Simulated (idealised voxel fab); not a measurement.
process module | voxel self aligned contacts
cross-section cut | 245 nm wide | cells 5 nm
A cross-section is a grid of square cells, given in bands from the top down. A band is one or more rows of cells.
Each band's line starts with the height of the band's top and of its bottom, in nm. Then come its materials from left to right, each with its width in nm. One material with "throughout" fills the band from edge to edge. "air" is empty space.
Height 0 is the level under which the wafer as received is all one material. The lowest band goes on downwards, as in "0 down".
A width such as "30 to 40" changes by the same amount from each row of cells to the next, from the band's top row to its bottom row.
"no change" after a step means that no cell of the cross-section changed.
closed voids: empty space of 8 cells or more with no open way to the top, each as width x height at its distance from the left edge, in nm
after a step's settings: what the simulator itself notes on the step
overlay nm, on a step with a mask: how far to the right of its planned place the mask lay; to the left if negative
plan
1 op RECEIVE | material Si
2 op CONFORMAL_DEP | material SiO2 | thk nm 5
3 op DIRECTIONAL_DEP | material polySi | thk nm 20
4 op DIRECTIONAL_DEP | material SiN | thk nm 20
5 op DIRECTIONAL_DEP | material aC | thk nm 10
6 op PATTERN | tone cover | mask id GATE | material resist | width nm 25 | pitch nm 55 | thk nm 25 | overlay nm 0
7 op DIRECTIONAL_ETCH | etch materials aC | depth nm 10
8 op STRIP | etch materials resist
9 op DIRECTIONAL_ETCH | etch materials SiN | depth nm 20
10 op DIRECTIONAL_ETCH | etch materials polySi | depth nm 20
11 op STRIP | etch materials aC
12 op CONFORMAL_DEP | material SiN | thk nm 5
13 op DIRECTIONAL_ETCH | etch materials SiN | depth nm 5
14 op FILL_DEP | material SiO2 | thk nm 15
15 op CMP | height nm 55
16 op MASKED_ETCH | tone open | mask id CONTACT | width nm 40 | pitch nm 55 | etch materials SiO2 | depth nm 55 | overlay nm 0
17 op CONFORMAL_DEP | material TiN | thk nm 5
18 op FILL_DEP | material Ru | thk nm 5
19 op CMP | height nm 55
20 op CONFORMAL_DEP | material SiCN | thk nm 5
as received, after step 1
  0 down: Si throughout
  closed voids: none
a wafer at the end: this start, this plan, one mistake
  60 to 55: SiCN throughout
  55 to 45: SiO2 75 | TiN 5 | Ru 30 | TiN 5 | SiO2 15 | TiN 5 | Ru 30 | TiN 5 | SiO2 75
  45 to 40: SiO2 75 | TiN 10 | Ru 20 | TiN 10 | SiO2 15 | TiN 10 | Ru 20 | TiN 10 | SiO2 75
  40 to 25: SiO2 55 | SiN 25 | TiN 5 | Ru 20 | TiN 5 | SiN 25 | TiN 5 | Ru 20 | TiN 5 | SiN 25 | SiO2 55
  25 to 5: SiO2 55 | polySi 25 | TiN 5 | Ru 20 | TiN 5 | polySi 25 | TiN 5 | Ru 20 | TiN 5 | polySi 25 | SiO2 55
  5 to 0: SiO2 80 | TiN 30 | SiO2 25 | TiN 30 | SiO2 80
  0 down: Si throughout
  closed voids: none
what went wrong: step 12 was left out
